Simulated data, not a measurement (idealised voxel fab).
The document below concerns the process module designated voxel trench capacitor.
Pictured: cross-section cut, 190 nm wide, on a grid of 5 nm square cells.
We lay out every cross-section as a grid of square cells and spell it out in bands from the top down, where one band means one or more rows of cells. Band entry format. Leading values: height of top, height of bottom, nm. Remainder: materials in left-to-right order, each with its width in nm. Special words: "full width" on a single material, which then fills the band edge to edge; "empty", empty space. Height 0 is the level under which the wafer as received is all one material. The lowest band goes on downwards, as in "top 0, no bottom". Top row gets the first number, bottom row gets the second, and each row in between changes by the same step: that is how a band width like "30 to 40" works. No cell of the cross-section changed in a step that is given as "remains unaltered". Look at "Closed void entries" for the closed voids: empty spaces with no open path to the top, sized 8 cells or up. Each is width x height at distance, distance from the left edge, all nm. Post-settings text on a step line: simulator's own remark regarding the step. overlay nm: for a step with a mask, the amount by which the mask lay right of where it was planned; a negative amount means left of it.

# Process steps (planned)
1. RECEIVE (material Si)
2. CONFORMAL_DEP (material SiN; thk nm 5)
3. DIRECTIONAL_DEP (material aC; thk nm 10)
4. PATTERN (tone open; mask id TRENCH; material resist; width nm 30; pitch nm 55; thk nm 25; overlay nm 0)
5. DIRECTIONAL_ETCH (etch materials aC; depth nm 10)
6. STRIP (etch materials resist)
7. DIRECTIONAL_ETCH (etch materials SiN; depth nm 5)
8. DIRECTIONAL_ETCH (etch materials Si; depth nm 30)
9. STRIP (etch materials aC)
10. CONFORMAL_DEP (material HfO2; thk nm 5)
11. CONFORMAL_DEP (material TiN; thk nm 5)
12. FILL_DEP (material W; thk nm 10)
13. CMP (height nm 5)

# As-received state of the wafer in cross-section, equivalent to post-step 1
top 0, no bottom  Si full width
Closed void entries: none

# Cross-section at module end, one run error; start and plan unchanged from above
top 5, bottom 0  35 of SiN / 5 of HfO2 / 5 of TiN / 10 of W / 5 of TiN / 5 of HfO2 / 25 of SiN / 5 of HfO2 / 5 of TiN / 10 of W / 5 of TiN / 5 of HfO2 / 25 of SiN / 5 of HfO2 / 5 of TiN / 10 of W / 5 of TiN / 5 of HfO2 / 15 of SiN
top 0, bottom -20  35 of Si / 5 of HfO2 / 5 of TiN / 10 of W / 5 of TiN / 5 of HfO2 / 25 of Si / 5 of HfO2 / 5 of TiN / 10 of W / 5 of TiN / 5 of HfO2 / 25 of Si / 5 of HfO2 / 5 of TiN / 10 of W / 5 of TiN / 5 of HfO2 / 15 of Si
top -20, bottom -25  35 of Si / 5 of HfO2 / 20 of TiN / 5 of HfO2 / 25 of Si / 5 of HfO2 / 20 of TiN / 5 of HfO2 / 25 of Si / 5 of HfO2 / 20 of TiN / 5 of HfO2 / 15 of Si
top -25, bottom -30  35 of Si / 30 of HfO2 / 25 of Si / 30 of HfO2 / 25 of Si / 30 of HfO2 / 15 of Si
top -30, no bottom  Si full width
Closed void entries: none
Run error: step 4, actual vs plan mismatch, actual run PATTERN (tone open; mask id TRENCH; material resist; width nm 30; pitch nm 55; thk nm 25; overlay nm 10)
